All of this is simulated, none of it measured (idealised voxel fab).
Process module, titled voxel wiring stack
cross-section cut | 225 nm wide | cells 5 nm
Square cells in a grid make up a cross-section in this document, and the grid is given as bands, listed from the top down, each one or more rows of cells.
Top, bottom (nm), then materials left to right with widths (nm); lone material tagged "edge to edge" fills the whole band edge to edge; "blank" = empty space.
Counting heights begins at 0, where everything beneath is, in the wafer as received, one material. The lowest band has no bottom; it goes on downwards, as "top 0, no bottom" shows.
A two-number width, for instance "30..40", indicates that the width is equal to the first number in the top row of the band and to the second number in the bottom row, and that it changes by a constant amount per row of cells.
"remains unaltered" after a step means that no cell of the cross-section changed.
"Enclosed voids" contains a list of empty spaces, each no smaller than 8 cells and without an open way to the top, written in the form width x height at distance with the distance from the left edge and all three in nm.
Anything after a step's settings on that line? It's the simulator's own note about the step.
You can add "overlay nm" to a step's line. For a step with a mask, it describes how far the mask lay to the right of its planned position, and a negative number describes a lay to the left.
# So here's the lineup of process steps we planned
1) RECEIVE, material Si
2) CONFORMAL_DEP, material SiO2, thk nm 10
3) CONFORMAL_DEP, material SiN, thk nm 5
4) DIRECTIONAL_DEP, material lowk, thk nm 15
5) MASKED_ETCH, tone open, mask id METAL_1, width nm 20, pitch nm 35, etch materials lowk, depth nm 15, overlay nm 0
6) MASKED_ETCH, tone open, mask id METAL_1, width nm 20, pitch nm 35, etch materials SiN, depth nm 5, overlay nm 0
7) CONFORMAL_DEP, material TiN, thk nm 5
8) FILL_DEP, material Ru, thk nm 5
9) CMP, height nm 30
10) CONFORMAL_DEP, material SiCN, thk nm 5
11) DIRECTIONAL_DEP, material SiO2, thk nm 20
12) MASKED_ETCH, tone open, mask id PLUG_1, width nm 15, pitch nm 35, etch materials SiO2, depth nm 20, overlay nm 0
13) MASKED_ETCH, tone open, mask id PLUG_1, width nm 15, pitch nm 35, etch materials SiCN, depth nm 5, overlay nm 0
14) CONFORMAL_DEP, material TiN, thk nm 5
15) FILL_DEP, material Ru, thk nm 10
16) CMP, height nm 55
17) CONFORMAL_DEP, material SiCN, thk nm 5
18) DIRECTIONAL_DEP, material lowk, thk nm 20
19) PATTERN, tone open, mask id METAL_2, material resist, width nm 20, pitch nm 35, thk nm 20, overlay nm 0
20) DIRECTIONAL_ETCH, etch materials lowk, depth nm 20
21) DIRECTIONAL_ETCH, etch materials SiCN, depth nm 5
22) STRIP, etch materials resist
23) CONFORMAL_DEP, material TiN, thk nm 5
24) FILL_DEP, material W, thk nm 5
25) CMP, height nm 80
26) CONFORMAL_DEP, material SiCN, thk nm 5
27) DIRECTIONAL_DEP, material SiO2, thk nm 15
28) PATTERN, tone open, mask id PLUG_2, material resist, width nm 15, pitch nm 35, thk nm 20, overlay nm 0
29) DIRECTIONAL_ETCH, etch materials SiO2, depth nm 15
30) DIRECTIONAL_ETCH, etch materials SiCN, depth nm 5
31) STRIP, etch materials resist
32) EPI, material Ru, thk nm 10
33) EPI, material Ru, thk nm 10
34) DIRECTIONAL_DEP, material TiN, thk nm 5
35) DIRECTIONAL_DEP, material Ru, thk nm 25
36) MASKED_ETCH, tone cover, mask id METAL_3, width nm 20, pitch nm 35, etch materials Ru, depth nm 25, overlay nm 0
37) MASKED_ETCH, tone cover, mask id METAL_3, width nm 20, pitch nm 35, etch materials TiN, depth nm 5, overlay nm 0
38) CONFORMAL_DEP, material SiCN, thk nm 5
39) FILL_DEP, material lowk, thk nm 5
40) CMP, height nm 130
41) CONFORMAL_DEP, material SiCN, thk nm 5
# Below: the first of two wafers, run as planned
# Wafer cross-section on receipt, i.e. after step 1
  top 0, no bottom  Si edge to edge
  Enclosed voids: none
# Presented here is a cross-section of the wafer after step 2 has been performed
  top 10, bottom 0  SiO2 edge to edge
  All layers under 0 are left as they were.
# Presented here is a cross-section of the wafer after step 3 has been performed
  top 15, bottom 10  SiN edge to edge
  All layers under 10 are left as they were.
# Presented here is a cross-section of the wafer after step 4 has been performed
  top 30, bottom 15  lowk edge to edge
  All layers under 15 are left as they were.
# Presented here is a cross-section of the wafer after step 5 has been performed
  top 30, bottom 15  lowk 65, blank 20, lowk 15, blank 20, lowk 15, blank 20, lowk 70
  All layers under 15 are left as they were.
# Presented here is a cross-section of the wafer after step 6 has been performed
  top 30, bottom 15  lowk 65, blank 20, lowk 15, blank 20, lowk 15, blank 20, lowk 70
  top 15, bottom 10  SiN 65, blank 20, SiN 15, blank 20, SiN 15, blank 20, SiN 70
  All layers under 10 are left as they were.
# Presented here is a cross-section of the wafer after step 7 has been performed
  top 35, bottom 30  TiN 70, blank 10, TiN 25, blank 10, TiN 25, blank 10, TiN 75
  top 30, bottom 15  lowk 65, TiN 5, blank 10, TiN 5, lowk 15, TiN 5, blank 10, TiN 5, lowk 15, TiN 5, blank 10, TiN 5, lowk 70
  top 15, bottom 10  SiN 65, TiN 20, SiN 15, TiN 20, SiN 15, TiN 20, SiN 70
  All layers under 10 are left as they were.
# Presented here is a cross-section of the wafer after step 8 has been performed
  top 40, bottom 35  Ru edge to edge
  top 35, bottom 30  TiN 70, Ru 10, TiN 25, Ru 10, TiN 25, Ru 10, TiN 75
  top 30, bottom 15  lowk 65, TiN 5, Ru 10, TiN 5, lowk 15, TiN 5, Ru 10, TiN 5, lowk 15, TiN 5, Ru 10, TiN 5, lowk 70
  All layers under 15 are left as they were.
# Presented here is a cross-section of the wafer after step 9 has been performed
  top 30, bottom 15  lowk 65, TiN 5, Ru 10, TiN 5, lowk 15, TiN 5, Ru 10, TiN 5, lowk 15, TiN 5, Ru 10, TiN 5, lowk 70
  All layers under 15 are left as they were.
# Presented here is a cross-section of the wafer after step 10 has been performed
  top 35, bottom 30  SiCN edge to edge
  All layers under 30 are left as they were.
# Presented here is a cross-section of the wafer after step 11 has been performed
  top 55, bottom 35  SiO2 edge to edge
  All layers under 35 are left as they were.
# Presented here is a cross-section of the wafer after step 12 has been performed
  top 55, bottom 35  SiO2 65, blank 15, SiO2 20, blank 15, SiO2 20, blank 15, SiO2 75
  All layers under 35 are left as they were.
# Presented here is a cross-section of the wafer after step 13 has been performed
  top 55, bottom 35  SiO2 65, blank 15, SiO2 20, blank 15, SiO2 20, blank 15, SiO2 75
  top 35, bottom 30  SiCN 65, blank 15, SiCN 20, blank 15, SiCN 20, blank 15, SiCN 75
  All layers under 30 are left as they were.
# Presented here is a cross-section of the wafer after step 14 has been performed
  top 60, bottom 55  TiN 70, blank 5, TiN 30, blank 5, TiN 30, blank 5, TiN 80
  top 55, bottom 35  SiO2 65, TiN 5, blank 5, TiN 5, SiO2 20, TiN 5, blank 5, TiN 5, SiO2 20, TiN 5, blank 5, TiN 5, SiO2 75
  top 35, bottom 30  SiCN 65, TiN 15, SiCN 20, TiN 15, SiCN 20, TiN 15, SiCN 75
  All layers under 30 are left as they were.
# Presented here is a cross-section of the wafer after step 15 has been performed
  top 70, bottom 60  Ru edge to edge
  top 60, bottom 55  TiN 70, Ru 5, TiN 30, Ru 5, TiN 30, Ru 5, TiN 80
  top 55, bottom 35  SiO2 65, TiN 5, Ru 5, TiN 5, SiO2 20, TiN 5, Ru 5, TiN 5, SiO2 20, TiN 5, Ru 5, TiN 5, SiO2 75
  All layers under 35 are left as they were.
# Presented here is a cross-section of the wafer after step 16 has been performed
  top 55, bottom 35  SiO2 65, TiN 5, Ru 5, TiN 5, SiO2 20, TiN 5, Ru 5, TiN 5, SiO2 20, TiN 5, Ru 5, TiN 5, SiO2 75
  All layers under 35 are left as they were.
# Presented here is a cross-section of the wafer after step 17 has been performed
  top 60, bottom 55  SiCN edge to edge
  All layers under 55 are left as they were.
# Presented here is a cross-section of the wafer after step 18 has been performed
  top 80, bottom 60  lowk edge to edge
  All layers under 60 are left as they were.
# Presented here is a cross-section of the wafer after step 19 has been performed
  top 100, bottom 80  resist 65, blank 20, resist 15, blank 20, resist 15, blank 20, resist 70
  All layers under 80 are left as they were.
# Presented here is a cross-section of the wafer after step 20 has been performed
  top 100, bottom 80  resist 65, blank 20, resist 15, blank 20, resist 15, blank 20, resist 70
  top 80, bottom 60  lowk 65, blank 20, lowk 15, blank 20, lowk 15, blank 20, lowk 70
  All layers under 60 are left as they were.
# Presented here is a cross-section of the wafer after step 21 has been performed
  top 100, bottom 80  resist 65, blank 20, resist 15, blank 20, resist 15, blank 20, resist 70
  top 80, bottom 60  lowk 65, blank 20, lowk 15, blank 20, lowk 15, blank 20, lowk 70
  top 60, bottom 55  SiCN 65, blank 20, SiCN 15, blank 20, SiCN 15, blank 20, SiCN 70
  All layers under 55 are left as they were.
# Presented here is a cross-section of the wafer after step 22 has been performed
  top 80, bottom 60  lowk 65, blank 20, lowk 15, blank 20, lowk 15, blank 20, lowk 70
  All layers under 60 are left as they were.
# Presented here is a cross-section of the wafer after step 23 has been performed
  top 85, bottom 80  TiN 70, blank 10, TiN 25, blank 10, TiN 25, blank 10, TiN 75
  top 80, bottom 60  lowk 65, TiN 5, blank 10, TiN 5, lowk 15, TiN 5, blank 10, TiN 5, lowk 15, TiN 5, blank 10, TiN 5, lowk 70
  top 60, bottom 55  SiCN 65, TiN 20, SiCN 15, TiN 20, SiCN 15, TiN 20, SiCN 70
  All layers under 55 are left as they were.
# Presented here is a cross-section of the wafer after step 24 has been performed
  top 90, bottom 85  W edge to edge
  top 85, bottom 80  TiN 70, W 10, TiN 25, W 10, TiN 25, W 10, TiN 75
  top 80, bottom 60  lowk 65, TiN 5, W 10, TiN 5, lowk 15, TiN 5, W 10, TiN 5, lowk 15, TiN 5, W 10, TiN 5, lowk 70
  All layers under 60 are left as they were.
# Presented here is a cross-section of the wafer after step 25 has been performed
  top 80, bottom 60  lowk 65, TiN 5, W 10, TiN 5, lowk 15, TiN 5, W 10, TiN 5, lowk 15, TiN 5, W 10, TiN 5, lowk 70
  All layers under 60 are left as they were.
# Presented here is a cross-section of the wafer after step 26 has been performed
  top 85, bottom 80  SiCN edge to edge
  All layers under 80 are left as they were.
# Presented here is a cross-section of the wafer after step 27 has been performed
  top 100, bottom 85  SiO2 edge to edge
  All layers under 85 are left as they were.
# Presented here is a cross-section of the wafer after step 28 has been performed
  top 120, bottom 100  resist 65, blank 15, resist 20, blank 15, resist 20, blank 15, resist 75
  All layers under 100 are left as they were.
# Presented here is a cross-section of the wafer after step 29 has been performed
  top 120, bottom 100  resist 65, blank 15, resist 20, blank 15, resist 20, blank 15, resist 75
  top 100, bottom 85  SiO2 65, blank 15, SiO2 20, blank 15, SiO2 20, blank 15, SiO2 75
  All layers under 85 are left as they were.
# Presented here is a cross-section of the wafer after step 30 has been performed
  top 120, bottom 100  resist 65, blank 15, resist 20, blank 15, resist 20, blank 15, resist 75
  top 100, bottom 85  SiO2 65, blank 15, SiO2 20, blank 15, SiO2 20, blank 15, SiO2 75
  top 85, bottom 80  SiCN 65, blank 15, SiCN 20, blank 15, SiCN 20, blank 15, SiCN 75
  All layers under 80 are left as they were.
# Presented here is a cross-section of the wafer after step 31 has been performed
  top 100, bottom 85  SiO2 65, blank 15, SiO2 20, blank 15, SiO2 20, blank 15, SiO2 75
  All layers under 85 are left as they were.
# Presented here is a cross-section of the wafer after step 32 has been performed
  top 100, bottom 90  SiO2 65, blank 15, SiO2 20, blank 15, SiO2 20, blank 15, SiO2 75
  top 90, bottom 85  SiO2 65, Ru 15, SiO2 20, Ru 15, SiO2 20, Ru 15, SiO2 75
  top 85, bottom 80  SiCN 65, Ru 15, SiCN 20, Ru 15, SiCN 20, Ru 15, SiCN 75
  All layers under 80 are left as they were.
# Presented here is a cross-section of the wafer after step 33 has been performed
  top 100, bottom 85  SiO2 65, Ru 15, SiO2 20, Ru 15, SiO2 20, Ru 15, SiO2 75
  All layers under 85 are left as they were.
# Presented here is a cross-section of the wafer after step 34 has been performed
  top 105, bottom 100  TiN edge to edge
  All layers under 100 are left as they were.
# Presented here is a cross-section of the wafer after step 35 has been performed
  top 130, bottom 105  Ru edge to edge
  All layers under 105 are left as they were.
# Presented here is a cross-section of the wafer after step 36 has been performed
  top 130, bottom 105  blank 65, Ru 20, blank 15, Ru 20, blank 15, Ru 20, blank 70
  All layers under 105 are left as they were.
# Presented here is a cross-section of the wafer after step 37 has been performed
  top 130, bottom 105  blank 65, Ru 20, blank 15, Ru 20, blank 15, Ru 20, blank 70
  top 105, bottom 100  blank 65, TiN 20, blank 15, TiN 20, blank 15, TiN 20, blank 70
  All layers under 100 are left as they were.
# Presented here is a cross-section of the wafer after step 38 has been performed
  top 135, bottom 130  blank 60, SiCN 30, blank 5, SiCN 30, blank 5, SiCN 30, blank 65
  top 130, bottom 105  blank 60, SiCN 5, Ru 20, SiCN 5, blank 5, SiCN 5, Ru 20, SiCN 5, blank 5, SiCN 5, Ru 20, SiCN 5, blank 65
  top 105, bottom 100  SiCN 65, TiN 20, SiCN 15, TiN 20, SiCN 15, TiN 20, SiCN 70
  All layers under 100 are left as they were.
# Presented here is a cross-section of the wafer after step 39 has been performed
  top 140, bottom 135  lowk edge to edge
  top 135, bottom 130  lowk 60, SiCN 30, lowk 5, SiCN 30, lowk 5, SiCN 30, lowk 65
  top 130, bottom 105  lowk 60, SiCN 5, Ru 20, SiCN 5, lowk 5, SiCN 5, Ru 20, SiCN 5, lowk 5, SiCN 5, Ru 20, SiCN 5, lowk 65
  All layers under 105 are left as they were.
# Presented here is a cross-section of the wafer after step 40 has been performed
  top 130, bottom 105  lowk 60, SiCN 5, Ru 20, SiCN 5, lowk 5, SiCN 5, Ru 20, SiCN 5, lowk 5, SiCN 5, Ru 20, SiCN 5, lowk 65
  All layers under 105 are left as they were.
# Presented here is a cross-section of the wafer after step 41 has been performed
  top 135, bottom 130  SiCN edge to edge
  All layers under 130 are left as they were.
# Wafer two. Identical start, identical plan. One mistake in execution. Identical history through step 33
# Cross-section of the second wafer at the time step 34 of the plan should have ended
  top 125, bottom 100  Ru edge to edge
  All layers under 100 are left as they were.
# Cross-section of the second wafer at the time step 35 of the plan should have ended
  top 130, bottom 125  TiN edge to edge
  All layers under 125 are left as they were.
Cross-section of the second wafer at the time step 36 of the plan should have ended: remains unaltered
# Cross-section of the second wafer at the time step 37 of the plan should have ended
  top 130, bottom 125  blank 65, TiN 20, blank 15, TiN 20, blank 15, TiN 20, blank 70
  All layers under 125 are left as they were.
# Cross-section of the second wafer at the time step 38 of the plan should have ended
  top 135, bottom 130  blank 60, SiCN 30, blank 5, SiCN 30, blank 5, SiCN 30, blank 65
  top 130, bottom 125  SiCN 65, TiN 20, SiCN 15, TiN 20, SiCN 15, TiN 20, SiCN 70
  All layers under 125 are left as they were.
# Cross-section of the second wafer at the time step 39 of the plan should have ended
  top 140, bottom 135  lowk edge to edge
  top 135, bottom 130  lowk 60, SiCN 30, lowk 5, SiCN 30, lowk 5, SiCN 30, lowk 65
  All layers under 130 are left as they were.
# Cross-section of the second wafer at the time step 40 of the plan should have ended
  top 130, bottom 125  SiCN 65, TiN 20, SiCN 15, TiN 20, SiCN 15, TiN 20, SiCN 70
  All layers under 125 are left as they were.
# Cross-section of the second wafer at the time step 41 of the plan should have ended
  top 135, bottom 130  SiCN edge to edge
  All layers under 130 are left as they were.
In executing the process, a mistake was made relative to the plan: transposition of steps 34 and 35 relative to the planned sequence
Materials where the second wafer ends with more or fewer cells than the first: +165 Ru; -30 SiCN; -135 lowk
